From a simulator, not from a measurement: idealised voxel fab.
Documented hereafter: the process module known as voxel self aligned vias.
Shown is cross-section cut, with a width of 240 nm and square cells of size 5 nm.
If you're reading a cross-section in this doc, picture square cells in a grid; it comes to you as bands, top ones listed first down to the bottom, and a band can be one or more rows of cells. Band entry format. Leading values: height of top, height of bottom, nm. Remainder: materials in left-to-right order, each with its width in nm. Special words: "edge to edge" on a single material, which then fills the band edge to edge; "empty", empty space. Heads up on the height convention: 0 is the point under which the incoming wafer is all one material, and the lowest band has no bottom, it just keeps going down, like "0 nm and below". It should be noted that a width expressed as "30..40" varies in equal increments from row to row of cells within the band, taking the value of the first number at the top row and that of the second number at the bottom row. Reading "no alterations made" for a step: not a cell of the cross-section changed in it. Under "Sealed cavities" you'll find the enclosed gaps, the ones with no way out to the top, that are 8 cells or bigger; each reads width x height at distance, with distance counted from the left edge, everything in nm. Read whatever lies past the settings on a step's line as the simulator's own remark about the step. The setting "overlay nm" may be written on the line of a step. When the step uses a mask, the value reports how far to the right of the planned place the mask lay, and a negative value reports that it lay to the left.

-- Here's what the planned process steps look like
- 1: RECEIVE | material Si
- 2: CONFORMAL_DEP | material SiO2 | thk nm 10
- 3: CONFORMAL_DEP | material SiCN | thk nm 5
- 4: DIRECTIONAL_DEP | material SiO2 | thk nm 25
- 5: PATTERN | tone open | mask id LINES | material resist | width nm 20 | pitch nm 65 | thk nm 15 | overlay nm 0
- 6: DIRECTIONAL_ETCH | etch materials SiO2 | depth nm 25
- 7: STRIP | etch materials resist
- 8: CONFORMAL_DEP | material TiN | thk nm 5
- 9: FILL_DEP | material W | thk nm 10
- 10: CMP | height nm 40
- 11: SELECTIVE_ETCH | etch materials W Ru TiN | depth nm 10
- 12: FILL_DEP | material SiN | thk nm 5
- 13: CMP | height nm 40
- 14: DIRECTIONAL_DEP | material SiO2 | thk nm 15
- 15: DIRECTIONAL_DEP | material aC | thk nm 10
- 16: PATTERN | tone open | mask id VIAS | material resist | width nm 40 | pitch nm 65 | thk nm 30 | overlay nm 0
- 17: DIRECTIONAL_ETCH | etch materials aC | depth nm 10
- 18: STRIP | etch materials resist
- 19: DIRECTIONAL_ETCH | etch materials SiO2 | depth nm 15
- 20: DIRECTIONAL_ETCH | etch materials SiN | depth nm 10
- 21: STRIP | etch materials aC
- 22: CONFORMAL_DEP | material TiN | thk nm 5
- 23: FILL_DEP | material Ru | thk nm 5
- 24: CMP | height nm 55
- 25: CONFORMAL_DEP | material SiN | thk nm 5

-- The cross-section here shows the wafer as received, i.e. in its state after step 1
> 0 nm and below: Si edge to edge
> Sealed cavities: none

-- Here's the wafer cut in cross-section after the module, started and planned just like above, except one thing was done wrong in the run
> 60 nm to 55 nm: SiN edge to edge
> 55 nm to 45 nm: 65 nm SiO2, 5 nm TiN, 30 nm Ru, 5 nm TiN, 25 nm SiO2, 5 nm TiN, 30 nm Ru, 5 nm TiN, 70 nm SiO2
> 45 nm to 35 nm: 65..75 nm SiO2, 15..5 nm TiN, 10 nm Ru, 15..5 nm TiN, 25..45 nm SiO2, 15..5 nm TiN, 10 nm Ru, 15..5 nm TiN, 70..80 nm SiO2
> 35 nm to 30 nm: 75 nm SiO2, 20 nm TiN, 45 nm SiO2, 20 nm TiN, 80 nm SiO2
> 30 nm to 20 nm: 75 nm SiO2, 5 nm TiN, 10 nm W, 5 nm TiN, 45 nm SiO2, 5 nm TiN, 10 nm W, 5 nm TiN, 80 nm SiO2
> 20 nm to 15 nm: 75 nm SiO2, 20 nm TiN, 45 nm SiO2, 20 nm TiN, 80 nm SiO2
> 15 nm to 5 nm: SiO2 edge to edge
> 5 nm to 0 nm: SiCN edge to edge
> 0 nm and below: Si edge to edge
> Sealed cavities: none
Here's what went sideways: steps 2 and 3 swapped
